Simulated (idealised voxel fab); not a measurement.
Process module heading - voxel capacitor over wiring
FYI the section here is cut, 230 nm wide, cells are 5 nm squares.
Cross-section layout: square cells on a grid; listed as bands, top to bottom; a band spans one or more cell rows.
Read a band's entry like this: the first values are the height of its top and the height of its bottom in nm, and what follows is the sequence of materials from left to right, each with its width in nm. Note that "blank" is empty space, and that a single material marked "edge to edge" reaches across the band from edge to edge.
Heights are expressed relative to 0, this being the level below which the as-received wafer comprises one material exclusively. The lowest band is unbounded in the downward direction and is denoted as in "top 0, no bottom".
So if you see something like "30..40" for the width, read it as the top row of the band sitting at the first number and the bottom row at the second, with every row in between moving by the same amount as the last.
You'll sometimes find "remained the same" written for a step, and that's the way of saying that nowhere in the cross-section did a cell change during that step.
If an empty space has no open way to the top and is at least 8 cells in size, "Encapsulated voids" lists it, written width x height at distance, where distance is measured from the left edge and every value is in nm.
On a step's line, text after the settings is the simulator commenting on that step.
overlay nm: where the mask lay relative to plan, measured to the right, on steps with a mask; negatives go left.
## Intended process steps
1) RECEIVE (material Si)
2) CONFORMAL_DEP (material SiO2; thk nm 10)
3) CONFORMAL_DEP (material SiN; thk nm 5)
4) DIRECTIONAL_DEP (material SiO2; thk nm 25)
5) DIRECTIONAL_DEP (material aC; thk nm 10)
6) PATTERN (tone open; mask id METAL_1; material resist; width nm 20; pitch nm 90; thk nm 30; overlay nm 0)
7) DIRECTIONAL_ETCH (etch materials aC; depth nm 10)
8) STRIP (etch materials resist)
9) DIRECTIONAL_ETCH (etch materials SiO2; depth nm 25)
10) DIRECTIONAL_ETCH (etch materials SiN; depth nm 5)
11) STRIP (etch materials aC)
12) CONFORMAL_DEP (material TiN; thk nm 5)
13) FILL_DEP (material Cu; thk nm 5)
14) CMP (height nm 40)
15) CONFORMAL_DEP (material SiCN; thk nm 5)
16) DIRECTIONAL_DEP (material lowk; thk nm 20)
17) DIRECTIONAL_DEP (material aC; thk nm 10)
18) PATTERN (tone open; mask id PLUG_1; material resist; width nm 15; thk nm 25; overlay nm 0)
19) DIRECTIONAL_ETCH (etch materials aC; depth nm 10)
20) STRIP (etch materials resist)
21) DIRECTIONAL_ETCH (etch materials lowk; depth nm 20)
22) DIRECTIONAL_ETCH (etch materials SiCN; depth nm 5)
23) STRIP (etch materials aC)
24) CONFORMAL_DEP (material TiN; thk nm 5)
25) FILL_DEP (material W; thk nm 10)
26) CMP (height nm 65)
27) DIRECTIONAL_DEP (material TiN; thk nm 10)
28) DIRECTIONAL_DEP (material HfO2; thk nm 5)
29) DIRECTIONAL_DEP (material TiN; thk nm 5)
30) DIRECTIONAL_DEP (material aC; thk nm 15)
31) PATTERN (tone cover; mask id UPPER_PLATE; material resist; width nm 75; thk nm 35; overlay nm 0)
32) DIRECTIONAL_ETCH (etch materials aC; depth nm 15)
33) STRIP (etch materials resist)
34) DIRECTIONAL_ETCH (etch materials TiN; depth nm 5)
35) DIRECTIONAL_ETCH (etch materials HfO2; depth nm 5)
36) STRIP (etch materials aC)
37) PATTERN (tone cover; mask id LOWER_PLATE; material resist; width nm 85; thk nm 20; overlay nm 0)
38) DIRECTIONAL_ETCH (etch materials TiN; depth nm 10)
39) STRIP (etch materials resist)
40) FILL_DEP (material SiO2; thk nm 15)
41) CMP (height nm 95)
42) MASKED_ETCH (tone open; mask id PLUG_2; width nm 15; etch materials SiO2; depth nm 10; overlay nm 0)
43) CONFORMAL_DEP (material TiN; thk nm 5)
44) FILL_DEP (material W; thk nm 10)
45) CMP (height nm 95)
46) CONFORMAL_DEP (material SiN; thk nm 5)
## First out of two wafers; run went to plan
## Cross-sectional view of the wafer in its as-received condition, corresponding to the state after step 1
  top 0, no bottom: Si edge to edge
  Encapsulated voids: none
## Step 2 complete: cross-section through the wafer
  top 10, bottom 0: SiO2 edge to edge
  Heights below 0 show no change.
## Step 3 complete: cross-section through the wafer
  top 15, bottom 10: SiN edge to edge
  Heights below 10 show no change.
## Step 4 complete: cross-section through the wafer
  top 40, bottom 15: SiO2 edge to edge
  Heights below 15 show no change.
## Step 5 complete: cross-section through the wafer
  top 50, bottom 40: aC edge to edge
  Heights below 40 show no change.
## Step 6 complete: cross-section through the wafer
  top 80, bottom 50: resist 60 | blank 20 | resist 70 | blank 20 | resist 60
  Heights below 50 show no change.
## Step 7 complete: cross-section through the wafer
  top 70, bottom 50: resist 60 | blank 20 | resist 70 | blank 20 | resist 60
  top 50, bottom 40: aC 60 | blank 20 | aC 70 | blank 20 | aC 60
  Heights below 40 show no change.
## Step 8 complete: cross-section through the wafer
  top 50, bottom 40: aC 60 | blank 20 | aC 70 | blank 20 | aC 60
  Heights below 40 show no change.
## Step 9 complete: cross-section through the wafer
  top 50, bottom 40: aC 60 | blank 20 | aC 70 | blank 20 | aC 60
  top 40, bottom 15: SiO2 60 | blank 20 | SiO2 70 | blank 20 | SiO2 60
  Heights below 15 show no change.
## Step 10 complete: cross-section through the wafer
  top 50, bottom 40: aC 60 | blank 20 | aC 70 | blank 20 | aC 60
  top 40, bottom 15: SiO2 60 | blank 20 | SiO2 70 | blank 20 | SiO2 60
  top 15, bottom 10: SiN 60 | blank 20 | SiN 70 | blank 20 | SiN 60
  Heights below 10 show no change.
## Step 11 complete: cross-section through the wafer
  top 40, bottom 15: SiO2 60 | blank 20 | SiO2 70 | blank 20 | SiO2 60
  Heights below 15 show no change.
## Step 12 complete: cross-section through the wafer
  top 45, bottom 40: TiN 65 | blank 10 | TiN 80 | blank 10 | TiN 65
  top 40, bottom 15: SiO2 60 | TiN 5 | blank 10 | TiN 5 | SiO2 70 | TiN 5 | blank 10 | TiN 5 | SiO2 60
  top 15, bottom 10: SiN 60 | TiN 20 | SiN 70 | TiN 20 | SiN 60
  Heights below 10 show no change.
## Step 13 complete: cross-section through the wafer
  top 50, bottom 45: Cu edge to edge
  top 45, bottom 40: TiN 65 | Cu 10 | TiN 80 | Cu 10 | TiN 65
  top 40, bottom 15: SiO2 60 | TiN 5 | Cu 10 | TiN 5 | SiO2 70 | TiN 5 | Cu 10 | TiN 5 | SiO2 60
  Heights below 15 show no change.
## Step 14 complete: cross-section through the wafer
  top 40, bottom 15: SiO2 60 | TiN 5 | Cu 10 | TiN 5 | SiO2 70 | TiN 5 | Cu 10 | TiN 5 | SiO2 60
  Heights below 15 show no change.
## Step 15 complete: cross-section through the wafer
  top 45, bottom 40: SiCN edge to edge
  Heights below 40 show no change.
## Step 16 complete: cross-section through the wafer
  top 65, bottom 45: lowk edge to edge
  Heights below 45 show no change.
## Step 17 complete: cross-section through the wafer
  top 75, bottom 65: aC edge to edge
  Heights below 65 show no change.
## Step 18 complete: cross-section through the wafer
  top 100, bottom 75: resist 65 | blank 15 | resist 150
  Heights below 75 show no change.
## Step 19 complete: cross-section through the wafer
  top 90, bottom 75: resist 65 | blank 15 | resist 150
  top 75, bottom 65: aC 65 | blank 15 | aC 150
  Heights below 65 show no change.
## Step 20 complete: cross-section through the wafer
  top 75, bottom 65: aC 65 | blank 15 | aC 150
  Heights below 65 show no change.
## Step 21 complete: cross-section through the wafer
  top 75, bottom 65: aC 65 | blank 15 | aC 150
  top 65, bottom 45: lowk 65 | blank 15 | lowk 150
  Heights below 45 show no change.
## Step 22 complete: cross-section through the wafer
  top 75, bottom 65: aC 65 | blank 15 | aC 150
  top 65, bottom 45: lowk 65 | blank 15 | lowk 150
  top 45, bottom 40: SiCN 65 | blank 15 | SiCN 150
  Heights below 40 show no change.
## Step 23 complete: cross-section through the wafer
  top 65, bottom 45: lowk 65 | blank 15 | lowk 150
  Heights below 45 show no change.
## Step 24 complete: cross-section through the wafer
  top 70, bottom 65: TiN 70 | blank 5 | TiN 155
  top 65, bottom 45: lowk 65 | TiN 5 | blank 5 | TiN 5 | lowk 150
  top 45, bottom 40: SiCN 65 | TiN 15 | SiCN 150
  Heights below 40 show no change.
## Step 25 complete: cross-section through the wafer
  top 80, bottom 70: W edge to edge
  top 70, bottom 65: TiN 70 | W 5 | TiN 155
  top 65, bottom 45: lowk 65 | TiN 5 | W 5 | TiN 5 | lowk 150
  Heights below 45 show no change.
## Step 26 complete: cross-section through the wafer
  top 65, bottom 45: lowk 65 | TiN 5 | W 5 | TiN 5 | lowk 150
  Heights below 45 show no change.
## Step 27 complete: cross-section through the wafer
  top 75, bottom 65: TiN edge to edge
  Heights below 65 show no change.
## Step 28 complete: cross-section through the wafer
  top 80, bottom 75: HfO2 edge to edge
  Heights below 75 show no change.
## Step 29 complete: cross-section through the wafer
  top 85, bottom 80: TiN edge to edge
  Heights below 80 show no change.
## Step 30 complete: cross-section through the wafer
  top 100, bottom 85: aC edge to edge
  Heights below 85 show no change.
## Step 31 complete: cross-section through the wafer
  top 135, bottom 100: blank 65 | resist 75 | blank 90
  Heights below 100 show no change.
## Step 32 complete: cross-section through the wafer
  top 120, bottom 100: blank 65 | resist 75 | blank 90
  top 100, bottom 85: blank 65 | aC 75 | blank 90
  Heights below 85 show no change.
## Step 33 complete: cross-section through the wafer
  top 100, bottom 85: blank 65 | aC 75 | blank 90
  Heights below 85 show no change.
## Step 34 complete: cross-section through the wafer
  top 100, bottom 85: blank 65 | aC 75 | blank 90
  top 85, bottom 80: blank 65 | TiN 75 | blank 90
  Heights below 80 show no change.
## Step 35 complete: cross-section through the wafer
  top 100, bottom 85: blank 65 | aC 75 | blank 90
  top 85, bottom 80: blank 65 | TiN 75 | blank 90
  top 80, bottom 75: blank 65 | HfO2 75 | blank 90
  Heights below 75 show no change.
## Step 36 complete: cross-section through the wafer
  top 85, bottom 80: blank 65 | TiN 75 | blank 90
  Heights below 80 show no change.
## Step 37 complete: cross-section through the wafer
  top 105, bottom 85: blank 60 | resist 85 | blank 85
  top 85, bottom 80: blank 60 | resist 5 | TiN 75 | resist 5 | blank 85
  top 80, bottom 75: blank 60 | resist 5 | HfO2 75 | resist 5 | blank 85
  Heights below 75 show no change.
## Step 38 complete: cross-section through the wafer
  top 105, bottom 85: blank 60 | resist 85 | blank 85
  top 85, bottom 80: blank 60 | resist 5 | TiN 75 | resist 5 | blank 85
  top 80, bottom 75: blank 60 | resist 5 | HfO2 75 | resist 5 | blank 85
  top 75, bottom 65: blank 60 | TiN 85 | blank 85
  Heights below 65 show no change.
## Step 39 complete: cross-section through the wafer
  top 85, bottom 80: blank 65 | TiN 75 | blank 90
  top 80, bottom 75: blank 65 | HfO2 75 | blank 90
  Heights below 75 show no change.
## Step 40 complete: cross-section through the wafer
  top 100, bottom 85: SiO2 edge to edge
  top 85, bottom 80: SiO2 65 | TiN 75 | SiO2 90
  top 80, bottom 75: SiO2 65 | HfO2 75 | SiO2 90
  top 75, bottom 65: SiO2 60 | TiN 85 | SiO2 85
  Heights below 65 show no change.
## Step 41 complete: cross-section through the wafer
  top 95, bottom 85: SiO2 edge to edge
  Heights below 85 show no change.
## Step 42 complete: cross-section through the wafer
  top 95, bottom 85: SiO2 75 | blank 15 | SiO2 140
  Heights below 85 show no change.
## Step 43 complete: cross-section through the wafer
  top 100, bottom 95: TiN 80 | blank 5 | TiN 145
  top 95, bottom 90: SiO2 75 | TiN 5 | blank 5 | TiN 5 | SiO2 140
  top 90, bottom 80: SiO2 75..65 | TiN 15..75 | SiO2 140..90
  Heights below 80 show no change.
## Step 44 complete: cross-section through the wafer
  top 110, bottom 100: W edge to edge
  top 100, bottom 95: TiN 80 | W 5 | TiN 145
  top 95, bottom 90: SiO2 75 | TiN 5 | W 5 | TiN 5 | SiO2 140
  Heights below 90 show no change.
## Step 45 complete: cross-section through the wafer
  top 95, bottom 90: SiO2 75 | TiN 5 | W 5 | TiN 5 | SiO2 140
  Heights below 90 show no change.
## Step 46 complete: cross-section through the wafer
  top 100, bottom 95: SiN edge to edge
  Heights below 95 show no change.
## The second wafer: identical to the first at the outset and in its planned sequence, differing only in that one mistake was made during processing; up to and including step 17, its path is the first wafer's path
## Second wafer at the planned finish of step 18, seen in cross-section
  top 100, bottom 75: resist 65 | blank 20 | resist 145
  Heights below 75 show no change.
## Second wafer at the planned finish of step 19, seen in cross-section
  top 90, bottom 75: resist 65 | blank 20 | resist 145
  top 75, bottom 65: aC 65 | blank 20 | aC 145
  Heights below 65 show no change.
## Second wafer at the planned finish of step 20, seen in cross-section
  top 75, bottom 65: aC 65 | blank 20 | aC 145
  Heights below 65 show no change.
## Second wafer at the planned finish of step 21, seen in cross-section
  top 75, bottom 65: aC 65 | blank 20 | aC 145
  top 65, bottom 45: lowk 65 | blank 20 | lowk 145
  Heights below 45 show no change.
## Second wafer at the planned finish of step 22, seen in cross-section
  top 75, bottom 65: aC 65 | blank 20 | aC 145
  top 65, bottom 45: lowk 65 | blank 20 | lowk 145
  top 45, bottom 40: SiCN 65 | blank 20 | SiCN 145
  Heights below 40 show no change.
## Second wafer at the planned finish of step 23, seen in cross-section
  top 65, bottom 45: lowk 65 | blank 20 | lowk 145
  Heights below 45 show no change.
## Second wafer at the planned finish of step 24, seen in cross-section
  top 70, bottom 65: TiN 70 | blank 10 | TiN 150
  top 65, bottom 45: lowk 65 | TiN 5 | blank 10 | TiN 5 | lowk 145
  top 45, bottom 40: SiCN 65 | TiN 20 | SiCN 145
  Heights below 40 show no change.
## Second wafer at the planned finish of step 25, seen in cross-section
  top 80, bottom 70: W edge to edge
  top 70, bottom 65: TiN 70 | W 10 | TiN 150
  top 65, bottom 45: lowk 65 | TiN 5 | W 10 | TiN 5 | lowk 145
  Heights below 45 show no change.
## Second wafer at the planned finish of step 26, seen in cross-section
  top 65, bottom 45: lowk 65 | TiN 5 | W 10 | TiN 5 | lowk 145
  Heights below 45 show no change.
## Second wafer at the planned finish of step 27, seen in cross-section
  top 75, bottom 65: TiN edge to edge
  Heights below 65 show no change.
## Second wafer at the planned finish of step 28, seen in cross-section
  top 80, bottom 75: HfO2 edge to edge
  Heights below 75 show no change.
## Second wafer at the planned finish of step 29, seen in cross-section
  top 85, bottom 80: TiN edge to edge
  Heights below 80 show no change.
## Second wafer at the planned finish of step 30, seen in cross-section
  top 100, bottom 85: aC edge to edge
  Heights below 85 show no change.
## Second wafer at the planned finish of step 31, seen in cross-section
  top 135, bottom 100: blank 65 | resist 75 | blank 90
  Heights below 100 show no change.
## Second wafer at the planned finish of step 32, seen in cross-section
  top 120, bottom 100: blank 65 | resist 75 | blank 90
  top 100, bottom 85: blank 65 | aC 75 | blank 90
  Heights below 85 show no change.
## Second wafer at the planned finish of step 33, seen in cross-section
  top 100, bottom 85: blank 65 | aC 75 | blank 90
  Heights below 85 show no change.
## Second wafer at the planned finish of step 34, seen in cross-section
  top 100, bottom 85: blank 65 | aC 75 | blank 90
  top 85, bottom 80: blank 65 | TiN 75 | blank 90
  Heights below 80 show no change.
## Second wafer at the planned finish of step 35, seen in cross-section
  top 100, bottom 85: blank 65 | aC 75 | blank 90
  top 85, bottom 80: blank 65 | TiN 75 | blank 90
  top 80, bottom 75: blank 65 | HfO2 75 | blank 90
  Heights below 75 show no change.
## Second wafer at the planned finish of step 36, seen in cross-section
  top 85, bottom 80: blank 65 | TiN 75 | blank 90
  Heights below 80 show no change.
## Second wafer at the planned finish of step 37, seen in cross-section
  top 105, bottom 85: blank 60 | resist 85 | blank 85
  top 85, bottom 80: blank 60 | resist 5 | TiN 75 | resist 5 | blank 85
  top 80, bottom 75: blank 60 | resist 5 | HfO2 75 | resist 5 | blank 85
  Heights below 75 show no change.
## Second wafer at the planned finish of step 38, seen in cross-section
  top 105, bottom 85: blank 60 | resist 85 | blank 85
  top 85, bottom 80: blank 60 | resist 5 | TiN 75 | resist 5 | blank 85
  top 80, bottom 75: blank 60 | resist 5 | HfO2 75 | resist 5 | blank 85
  top 75, bottom 65: blank 60 | TiN 85 | blank 85
  Heights below 65 show no change.
## Second wafer at the planned finish of step 39, seen in cross-section
  top 85, bottom 80: blank 65 | TiN 75 | blank 90
  top 80, bottom 75: blank 65 | HfO2 75 | blank 90
  Heights below 75 show no change.
## Second wafer at the planned finish of step 40, seen in cross-section
  top 100, bottom 85: SiO2 edge to edge
  top 85, bottom 80: SiO2 65 | TiN 75 | SiO2 90
  top 80, bottom 75: SiO2 65 | HfO2 75 | SiO2 90
  top 75, bottom 65: SiO2 60 | TiN 85 | SiO2 85
  Heights below 65 show no change.
## Second wafer at the planned finish of step 41, seen in cross-section
  top 95, bottom 85: SiO2 edge to edge
  Heights below 85 show no change.
## Second wafer at the planned finish of step 42, seen in cross-section
  top 95, bottom 85: SiO2 75 | blank 15 | SiO2 140
  Heights below 85 show no change.
## Second wafer at the planned finish of step 43, seen in cross-section
  top 100, bottom 95: TiN 80 | blank 5 | TiN 145
  top 95, bottom 90: SiO2 75 | TiN 5 | blank 5 | TiN 5 | SiO2 140
  top 90, bottom 80: SiO2 75..65 | TiN 15..75 | SiO2 140..90
  Heights below 80 show no change.
## Second wafer at the planned finish of step 44, seen in cross-section
  top 110, bottom 100: W edge to edge
  top 100, bottom 95: TiN 80 | W 5 | TiN 145
  top 95, bottom 90: SiO2 75 | TiN 5 | W 5 | TiN 5 | SiO2 140
  Heights below 90 show no change.
## Second wafer at the planned finish of step 45, seen in cross-section
  top 95, bottom 90: SiO2 75 | TiN 5 | W 5 | TiN 5 | SiO2 140
  Heights below 90 show no change.
## Second wafer at the planned finish of step 46, seen in cross-section
  top 100, bottom 95: SiN edge to edge
  Heights below 95 show no change.
Deviation noted in wafer processing: step 18 deviated from plan and actually ran as PATTERN (tone open; mask id PLUG_1; material resist; width nm 20; thk nm 25; overlay nm 0)
Final difference in cells, second wafer against first, listed per material as more or fewer: SiCN: 1 fewer, TiN: 1 more, W: 4 more, lowk: 4 fewer
